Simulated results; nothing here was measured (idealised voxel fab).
You're looking at the process module voxel self aligned contacts.
The cross-section shown here is cut; it is 270 nm wide and divided into square cells measuring 5 nm on a side.
When this document writes out a cross-section, it uses a grid of square cells and lists it as bands, beginning at the top and moving down, with a band standing for one or more rows of cells.
First you get the band's top height and its bottom height, in nm, and then the materials it's made of, left to right, with each width in nm. If you see a single material with "everywhere", that one covers the band edge to edge. "empty" is empty space.
Heights are measured from 0, the level below which the as-received wafer is all one material; the lowest band has no bottom and continues downward, written as in "0 nm and below".
Read "30..40" as a graded width: first number on top, second number at the bottom, same change between each pair of neighbouring rows.
"nothing was modified" for a step: no cell of the cross-section changed in that step.
The label "Closed empty spaces" introduces a list of the empty spaces, 8 cells or larger, that have no open way up to the top; each entry in it reads width x height at distance, where the distance is taken from the left edge and all three are stated in nm.
Past the settings on a step's line: simulator remark, on that step.
overlay nm: for a step with a mask, the amount by which the mask lay right of where it was planned; a negative amount means left of it.
[Process steps (planned)]
step 1: RECEIVE (material Si)
step 2: OXIDIZE (depth nm 5)
step 3: DIRECTIONAL_DEP (material polySi; thk nm 30)
step 4: DIRECTIONAL_DEP (material SiN; thk nm 20)
step 5: DIRECTIONAL_DEP (material aC; thk nm 10)
step 6: PATTERN (tone cover; mask id GATE; material resist; width nm 35; pitch nm 70; thk nm 25; overlay nm 0)
step 7: DIRECTIONAL_ETCH (etch materials aC; depth nm 10)
step 8: STRIP (etch materials resist)
step 9: DIRECTIONAL_ETCH (etch materials SiN; depth nm 20)
step 10: DIRECTIONAL_ETCH (etch materials polySi; depth nm 30)
step 11: STRIP (etch materials aC)
step 12: CONFORMAL_DEP (material SiN; thk nm 10)
step 13: DIRECTIONAL_ETCH (etch materials SiN; depth nm 10)
step 14: FILL_DEP (material SiO2; thk nm 15)
step 15: CMP (height nm 60)
step 16: PATTERN (tone open; mask id CONTACT; material resist; width nm 45; pitch nm 70; thk nm 15; overlay nm 0)
step 17: DIRECTIONAL_ETCH (etch materials SiO2; depth nm 65)
step 18: STRIP (etch materials resist)
step 19: CONFORMAL_DEP (material TiN; thk nm 5)
step 20: FILL_DEP (material Ru; thk nm 5)
step 21: CMP (height nm 60)
step 22: CONFORMAL_DEP (material SiN; thk nm 5)
[As-received state of the wafer in cross-section, equivalent to post-step 1]
0 nm and below | Si everywhere
Closed empty spaces: none
[The following cross-section depicts the wafer upon conclusion of the module. Processing commenced from the starting condition illustrated above and adhered to the plan illustrated above, save for one mistake in execution]
65 nm to 60 nm | SiN everywhere
60 nm to 50 nm | 75 SiO2 | 5..20 TiN | 35..5 Ru | 5..20 TiN | 25 SiO2 | 5..20 TiN | 35..5 Ru | 5..20 TiN | 80 SiO2
50 nm to 30 nm | 35 SiO2 | 55 SiN | 5 TiN | 5 Ru | 5 TiN | 55 SiN | 5 TiN | 5 Ru | 5 TiN | 55 SiN | 40 SiO2
30 nm to 5 nm | 35 SiO2 | 10 SiN | 35 polySi | 10 SiN | 5 TiN | 5 Ru | 5 TiN | 10 SiN | 35 polySi | 10 SiN | 5 TiN | 5 Ru | 5 TiN | 10 SiN | 35 polySi | 10 SiN | 40 SiO2
5 nm to 0 nm | 35 SiO2 | 10 SiN | 35 polySi | 10 SiN | 15 TiN | 10 SiN | 35 polySi | 10 SiN | 15 TiN | 10 SiN | 35 polySi | 10 SiN | 40 SiO2
0 nm and below | Si everywhere
Closed empty spaces: none
What was done differently from what was planned? step 2 was dropped from the plan's execution and never run
